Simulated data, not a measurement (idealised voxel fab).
The following process module bears the name voxel capacitor over wiring.
Square cells of 5 nm make up the cross-section cut, whose width is 175 nm.
A cross-section is written here as square cells arranged in a grid, and it is given in bands from the top down, each band taking up one or more rows of cells. The entry gives the band's vertical extent as a top height and a bottom height in nm, then its horizontal make-up as materials from left to right, each with a width in nm. "empty" stands for empty space; a single material marked "edge to edge" fills the band edge to edge. Measure heights from 0. That's the level where, below it, the as-received wafer is all one material. The lowest band is bottomless and extends downward; write it as in "top 0, no bottom". Top row gets the first number, bottom row gets the second, and each row in between changes by the same step: that is how a band width like "30->40" works. Where a step carries "remained the same", the cross-section came out of it unchanged, cell for cell. Empty spaces without an open route to the top, at least 8 cells in extent, make up the entry "Closed void catalog"; each is given as width x height at distance, where the distance is measured from the left edge, and all are in nm. It should be noted that, on the line of a given step, the content following the step's settings is a remark produced by the simulator itself with respect to that step. overlay nm, on a step with a mask: how far to the right of its planned place the mask lay; to the left if negative.

**List of planned process steps**
| 1 | RECEIVE, material Si |
| 2 | CONFORMAL_DEP, material SiO2, thk nm 10 |
| 3 | DIRECTIONAL_DEP, material TiN, thk nm 5 |
| 4 | DIRECTIONAL_DEP, material W, thk nm 20 |
| 5 | DIRECTIONAL_DEP, material aC, thk nm 10 |
| 6 | PATTERN, tone cover, mask id METAL_1, material resist, width nm 30, pitch nm 80, thk nm 25, overlay nm 0 |
| 7 | DIRECTIONAL_ETCH, etch materials aC, depth nm 10 |
| 8 | STRIP, etch materials resist |
| 9 | DIRECTIONAL_ETCH, etch materials W, depth nm 20 |
| 10 | DIRECTIONAL_ETCH, etch materials TiN, depth nm 5 |
| 11 | STRIP, etch materials aC |
| 12 | CONFORMAL_DEP, material SiCN, thk nm 5 |
| 13 | FILL_DEP, material lowk, thk nm 10 |
| 14 | CMP, height nm 35 |
| 15 | CONFORMAL_DEP, material SiCN, thk nm 5 |
| 16 | DIRECTIONAL_DEP, material lowk, thk nm 10 |
| 17 | PATTERN, tone open, mask id PLUG_1, material resist, width nm 15, thk nm 15, overlay nm 0 |
| 18 | DIRECTIONAL_ETCH, etch materials lowk, depth nm 10 |
| 19 | DIRECTIONAL_ETCH, etch materials SiCN, depth nm 5 |
| 20 | STRIP, etch materials resist |
| 21 | EPI, material Ru, thk nm 10 |
| 22 | EPI, material Ru, thk nm 5 |
| 23 | DIRECTIONAL_DEP, material TiN, thk nm 10 |
| 24 | DIRECTIONAL_DEP, material SiN, thk nm 5 |
| 25 | DIRECTIONAL_DEP, material TiN, thk nm 10 |
| 26 | PATTERN, tone cover, mask id UPPER_PLATE, material resist, width nm 55, thk nm 15, overlay nm 0 |
| 27 | DIRECTIONAL_ETCH, etch materials TiN, depth nm 10 |
| 28 | DIRECTIONAL_ETCH, etch materials SiN, depth nm 5 |
| 29 | STRIP, etch materials resist |
| 30 | MASKED_ETCH, tone cover, mask id LOWER_PLATE, width nm 65, etch materials TiN, depth nm 10, overlay nm 0 |
| 31 | FILL_DEP, material SiO2, thk nm 20 |
| 32 | CMP, height nm 90 |
| 33 | PATTERN, tone open, mask id PLUG_2, material resist, width nm 15, thk nm 15, overlay nm 0 |
| 34 | DIRECTIONAL_ETCH, etch materials SiO2, depth nm 15 |
| 35 | STRIP, etch materials resist |
| 36 | CONFORMAL_DEP, material TiN, thk nm 5 |
| 37 | FILL_DEP, material Ru, thk nm 10 |
| 38 | CMP, height nm 90 |
| 39 | CONFORMAL_DEP, material SiCN, thk nm 5 |

**Account of the first of two wafers, which was processed as intended**

**Here's what the wafer looked like in cross-section when it arrived - that's after step 1**
> top 0, no bottom: Si edge to edge
> Closed void catalog: none

**State of the wafer after step 2, shown in cross-section**
> top 10, bottom 0: SiO2 edge to edge
> Whatever lies below 0 is exactly as it was before.

**State of the wafer after step 3, shown in cross-section**
> top 15, bottom 10: TiN edge to edge
> Whatever lies below 10 is exactly as it was before.

**State of the wafer after step 4, shown in cross-section**
> top 35, bottom 15: W edge to edge
> Whatever lies below 15 is exactly as it was before.

**State of the wafer after step 5, shown in cross-section**
> top 45, bottom 35: aC edge to edge
> Whatever lies below 35 is exactly as it was before.

**State of the wafer after step 6, shown in cross-section**
> top 70, bottom 45: empty 30, then resist 30, then empty 50, then resist 30, then empty 35
> Whatever lies below 45 is exactly as it was before.

**State of the wafer after step 7, shown in cross-section**
> top 60, bottom 45: empty 30, then resist 30, then empty 50, then resist 30, then empty 35
> top 45, bottom 35: empty 30, then aC 30, then empty 50, then aC 30, then empty 35
> Whatever lies below 35 is exactly as it was before.

**State of the wafer after step 8, shown in cross-section**
> top 45, bottom 35: empty 30, then aC 30, then empty 50, then aC 30, then empty 35
> Whatever lies below 35 is exactly as it was before.

**State of the wafer after step 9, shown in cross-section**
> top 45, bottom 35: empty 30, then aC 30, then empty 50, then aC 30, then empty 35
> top 35, bottom 15: empty 30, then W 30, then empty 50, then W 30, then empty 35
> Whatever lies below 15 is exactly as it was before.

**State of the wafer after step 10, shown in cross-section**
> top 45, bottom 35: empty 30, then aC 30, then empty 50, then aC 30, then empty 35
> top 35, bottom 15: empty 30, then W 30, then empty 50, then W 30, then empty 35
> top 15, bottom 10: empty 30, then TiN 30, then empty 50, then TiN 30, then empty 35
> Whatever lies below 10 is exactly as it was before.

**State of the wafer after step 11, shown in cross-section**
> top 35, bottom 15: empty 30, then W 30, then empty 50, then W 30, then empty 35
> Whatever lies below 15 is exactly as it was before.

**State of the wafer after step 12, shown in cross-section**
> top 40, bottom 35: empty 25, then SiCN 40, then empty 40, then SiCN 40, then empty 30
> top 35, bottom 15: empty 25, then SiCN 5, then W 30, then SiCN 5, then empty 40, then SiCN 5, then W 30, then SiCN 5, then empty 30
> top 15, bottom 10: SiCN 30, then TiN 30, then SiCN 50, then TiN 30, then SiCN 35
> Whatever lies below 10 is exactly as it was before.

**State of the wafer after step 13, shown in cross-section**
> top 50, bottom 40: lowk edge to edge
> top 40, bottom 35: lowk 25, then SiCN 40, then lowk 40, then SiCN 40, then lowk 30
> top 35, bottom 15: lowk 25, then SiCN 5, then W 30, then SiCN 5, then lowk 40, then SiCN 5, then W 30, then SiCN 5, then lowk 30
> Whatever lies below 15 is exactly as it was before.

**State of the wafer after step 14, shown in cross-section**
> top 35, bottom 15: lowk 25, then SiCN 5, then W 30, then SiCN 5, then lowk 40, then SiCN 5, then W 30, then SiCN 5, then lowk 30
> Whatever lies below 15 is exactly as it was before.

**State of the wafer after step 15, shown in cross-section**
> top 40, bottom 35: SiCN edge to edge
> Whatever lies below 35 is exactly as it was before.

**State of the wafer after step 16, shown in cross-section**
> top 50, bottom 40: lowk edge to edge
> Whatever lies below 40 is exactly as it was before.

**State of the wafer after step 17, shown in cross-section**
> top 65, bottom 50: resist 45, then empty 15, then resist 115
> Whatever lies below 50 is exactly as it was before.

**State of the wafer after step 18, shown in cross-section**
> top 65, bottom 50: resist 45, then empty 15, then resist 115
> top 50, bottom 40: lowk 45, then empty 15, then lowk 115
> Whatever lies below 40 is exactly as it was before.

**State of the wafer after step 19, shown in cross-section**
> top 65, bottom 50: resist 45, then empty 15, then resist 115
> top 50, bottom 40: lowk 45, then empty 15, then lowk 115
> top 40, bottom 35: SiCN 45, then empty 15, then SiCN 115
> Whatever lies below 35 is exactly as it was before.

**State of the wafer after step 20, shown in cross-section**
> top 50, bottom 40: lowk 45, then empty 15, then lowk 115
> Whatever lies below 40 is exactly as it was before.

**State of the wafer after step 21, shown in cross-section**
> top 50, bottom 45: lowk 45, then empty 15, then lowk 115
> top 45, bottom 40: lowk 45, then Ru 15, then lowk 115
> top 40, bottom 35: SiCN 45, then Ru 15, then SiCN 115
> Whatever lies below 35 is exactly as it was before.

**State of the wafer after step 22, shown in cross-section**
> top 50, bottom 40: lowk 45, then Ru 15, then lowk 115
> Whatever lies below 40 is exactly as it was before.

**State of the wafer after step 23, shown in cross-section**
> top 60, bottom 50: TiN edge to edge
> Whatever lies below 50 is exactly as it was before.

**State of the wafer after step 24, shown in cross-section**
> top 65, bottom 60: SiN edge to edge
> Whatever lies below 60 is exactly as it was before.

**State of the wafer after step 25, shown in cross-section**
> top 75, bottom 65: TiN edge to edge
> Whatever lies below 65 is exactly as it was before.

**State of the wafer after step 26, shown in cross-section**
> top 90, bottom 75: empty 45, then resist 55, then empty 75
> Whatever lies below 75 is exactly as it was before.

**State of the wafer after step 27, shown in cross-section**
> top 90, bottom 75: empty 45, then resist 55, then empty 75
> top 75, bottom 65: empty 45, then TiN 55, then empty 75
> Whatever lies below 65 is exactly as it was before.

**State of the wafer after step 28, shown in cross-section**
> top 90, bottom 75: empty 45, then resist 55, then empty 75
> top 75, bottom 65: empty 45, then TiN 55, then empty 75
> top 65, bottom 60: empty 45, then SiN 55, then empty 75
> Whatever lies below 60 is exactly as it was before.

**State of the wafer after step 29, shown in cross-section**
> top 75, bottom 65: empty 45, then TiN 55, then empty 75
> Whatever lies below 65 is exactly as it was before.

**State of the wafer after step 30, shown in cross-section**
> top 75, bottom 65: empty 45, then TiN 55, then empty 75
> top 65, bottom 60: empty 45, then SiN 55, then empty 75
> top 60, bottom 50: empty 40, then TiN 65, then empty 70
> Whatever lies below 50 is exactly as it was before.

**State of the wafer after step 31, shown in cross-section**
> top 95, bottom 75: SiO2 edge to edge
> top 75, bottom 65: SiO2 45, then TiN 55, then SiO2 75
> top 65, bottom 60: SiO2 45, then SiN 55, then SiO2 75
> top 60, bottom 50: SiO2 40, then TiN 65, then SiO2 70
> Whatever lies below 50 is exactly as it was before.

**State of the wafer after step 32, shown in cross-section**
> top 90, bottom 75: SiO2 edge to edge
> Whatever lies below 75 is exactly as it was before.

**State of the wafer after step 33, shown in cross-section**
> top 105, bottom 90: resist 55, then empty 15, then resist 105
> Whatever lies below 90 is exactly as it was before.

**State of the wafer after step 34, shown in cross-section**
> top 105, bottom 90: resist 55, then empty 15, then resist 105
> top 90, bottom 75: SiO2 55, then empty 15, then SiO2 105
> Whatever lies below 75 is exactly as it was before.

**State of the wafer after step 35, shown in cross-section**
> top 90, bottom 75: SiO2 55, then empty 15, then SiO2 105
> Whatever lies below 75 is exactly as it was before.

**State of the wafer after step 36, shown in cross-section**
> top 95, bottom 90: TiN 60, then empty 5, then TiN 110
> top 90, bottom 80: SiO2 55, then TiN 5, then empty 5, then TiN 5, then SiO2 105
> top 80, bottom 75: SiO2 55, then TiN 15, then SiO2 105
> Whatever lies below 75 is exactly as it was before.

**State of the wafer after step 37, shown in cross-section**
> top 105, bottom 95: Ru edge to edge
> top 95, bottom 90: TiN 60, then Ru 5, then TiN 110
> top 90, bottom 80: SiO2 55, then TiN 5, then Ru 5, then TiN 5, then SiO2 105
> Whatever lies below 80 is exactly as it was before.

**State of the wafer after step 38, shown in cross-section**
> top 90, bottom 80: SiO2 55, then TiN 5, then Ru 5, then TiN 5, then SiO2 105
> Whatever lies below 80 is exactly as it was before.

**State of the wafer after step 39, shown in cross-section**
> top 95, bottom 90: SiCN edge to edge
> Whatever lies below 90 is exactly as it was before.

**second wafer: like start, like plan, one mistake. Through step 13 it matches the first wafer**

**Second wafer, sectioned view, at step 14's planned end time**
> top 40, bottom 35: lowk 25, then SiCN 40, then lowk 40, then SiCN 40, then lowk 30
> Whatever lies below 35 is exactly as it was before.

**Second wafer, sectioned view, at step 15's planned end time**
> top 45, bottom 40: SiCN edge to edge
> Whatever lies below 40 is exactly as it was before.

**Second wafer, sectioned view, at step 16's planned end time**
> top 55, bottom 45: lowk edge to edge
> Whatever lies below 45 is exactly as it was before.

**Second wafer, sectioned view, at step 17's planned end time**
> top 70, bottom 55: resist 45, then empty 15, then resist 115
> Whatever lies below 55 is exactly as it was before.

**Second wafer, sectioned view, at step 18's planned end time**
> top 70, bottom 55: resist 45, then empty 15, then resist 115
> top 55, bottom 45: lowk 45, then empty 15, then lowk 115
> Whatever lies below 45 is exactly as it was before.

**Second wafer, sectioned view, at step 19's planned end time**
> top 70, bottom 55: resist 45, then empty 15, then resist 115
> top 55, bottom 45: lowk 45, then empty 15, then lowk 115
> top 45, bottom 40: SiCN 45, then empty 15, then SiCN 115
> Whatever lies below 40 is exactly as it was before.

**Second wafer, sectioned view, at step 20's planned end time**
> top 55, bottom 45: lowk 45, then empty 15, then lowk 115
> Whatever lies below 45 is exactly as it was before.

Second wafer, sectioned view, at step 21's planned end time: remained the same

Second wafer, sectioned view, at step 22's planned end time: remained the same

**Second wafer, sectioned view, at step 23's planned end time**
> top 65, bottom 55: TiN 45, then empty 15, then TiN 115
> top 55, bottom 50: lowk 45, then empty 15, then lowk 115
> top 50, bottom 45: lowk 45, then TiN 15, then lowk 115
> top 45, bottom 40: SiCN 45, then TiN 15, then SiCN 115
> Whatever lies below 40 is exactly as it was before.

**Second wafer, sectioned view, at step 24's planned end time**
> top 70, bottom 65: SiN 45, then empty 15, then SiN 115
> top 65, bottom 55: TiN 45, then empty 15, then TiN 115
> top 55, bottom 50: lowk 45, then SiN 15, then lowk 115
> Whatever lies below 50 is exactly as it was before.

**Second wafer, sectioned view, at step 25's planned end time**
> top 80, bottom 70: TiN 45, then empty 15, then TiN 115
> top 70, bottom 65: SiN 45, then empty 15, then SiN 115
> top 65, bottom 55: TiN edge to edge
> Whatever lies below 55 is exactly as it was before.

**Second wafer, sectioned view, at step 26's planned end time**
> top 95, bottom 80: empty 45, then resist 55, then empty 75
> top 80, bottom 70: TiN 45, then resist 15, then TiN 115
> top 70, bottom 65: SiN 45, then resist 15, then SiN 115
> Whatever lies below 65 is exactly as it was before.

**Second wafer, sectioned view, at step 27's planned end time**
> top 95, bottom 80: empty 45, then resist 55, then empty 75
> top 80, bottom 70: empty 45, then resist 15, then TiN 40, then empty 75
> Whatever lies below 70 is exactly as it was before.

**Second wafer, sectioned view, at step 28's planned end time**
> top 95, bottom 80: empty 45, then resist 55, then empty 75
> top 80, bottom 70: empty 45, then resist 15, then TiN 40, then empty 75
> top 70, bottom 65: empty 45, then resist 15, then SiN 40, then empty 75
> Whatever lies below 65 is exactly as it was before.

**Second wafer, sectioned view, at step 29's planned end time**
> top 80, bottom 70: empty 60, then TiN 40, then empty 75
> top 70, bottom 65: empty 60, then SiN 40, then empty 75
> Whatever lies below 65 is exactly as it was before.

**Second wafer, sectioned view, at step 30's planned end time**
> top 80, bottom 70: empty 60, then TiN 40, then empty 75
> top 70, bottom 65: empty 60, then SiN 40, then empty 75
> top 65, bottom 55: empty 40, then TiN 65, then empty 70
> Whatever lies below 55 is exactly as it was before.

**Second wafer, sectioned view, at step 31's planned end time**
> top 100, bottom 80: SiO2 edge to edge
> top 80, bottom 70: SiO2 60, then TiN 40, then SiO2 75
> top 70, bottom 65: SiO2 60, then SiN 40, then SiO2 75
> top 65, bottom 55: SiO2 40, then TiN 65, then SiO2 70
> Whatever lies below 55 is exactly as it was before.

**Second wafer, sectioned view, at step 32's planned end time**
> top 90, bottom 80: SiO2 edge to edge
> Whatever lies below 80 is exactly as it was before.

**Second wafer, sectioned view, at step 33's planned end time**
> top 105, bottom 90: resist 55, then empty 15, then resist 105
> Whatever lies below 90 is exactly as it was before.

**Second wafer, sectioned view, at step 34's planned end time**
> top 105, bottom 90: resist 55, then empty 15, then resist 105
> top 90, bottom 80: SiO2 55, then empty 15, then SiO2 105
> top 80, bottom 75: SiO2 55, then empty 5, then TiN 40, then SiO2 75
> Whatever lies below 75 is exactly as it was before.

**Second wafer, sectioned view, at step 35's planned end time**
> top 90, bottom 80: SiO2 55, then empty 15, then SiO2 105
> Whatever lies below 80 is exactly as it was before.

**Second wafer, sectioned view, at step 36's planned end time**
> top 95, bottom 90: TiN 60, then empty 5, then TiN 110
> top 90, bottom 85: SiO2 55, then TiN 5, then empty 5, then TiN 5, then SiO2 105
> top 85, bottom 75: SiO2 55, then TiN 15->45, then SiO2 105->75
> Whatever lies below 75 is exactly as it was before.

**Second wafer, sectioned view, at step 37's planned end time**
> top 105, bottom 95: Ru edge to edge
> top 95, bottom 90: TiN 60, then Ru 5, then TiN 110
> top 90, bottom 85: SiO2 55, then TiN 5, then Ru 5, then TiN 5, then SiO2 105
> Whatever lies below 85 is exactly as it was before.

**Second wafer, sectioned view, at step 38's planned end time**
> top 90, bottom 85: SiO2 55, then TiN 5, then Ru 5, then TiN 5, then SiO2 105
> Whatever lies below 85 is exactly as it was before.

**Second wafer, sectioned view, at step 39's planned end time**
> top 95, bottom 90: SiCN edge to edge
> Whatever lies below 90 is exactly as it was before.
What went wrong in running the wafer? step 14 off recipe, ran as CMP, height nm 40
Upon completion, the second wafer contains, in terms of cells, a greater or smaller amount of certain materials than the first wafer: Ru -10; SiCN +16; SiO2 -24; TiN -1; lowk +19
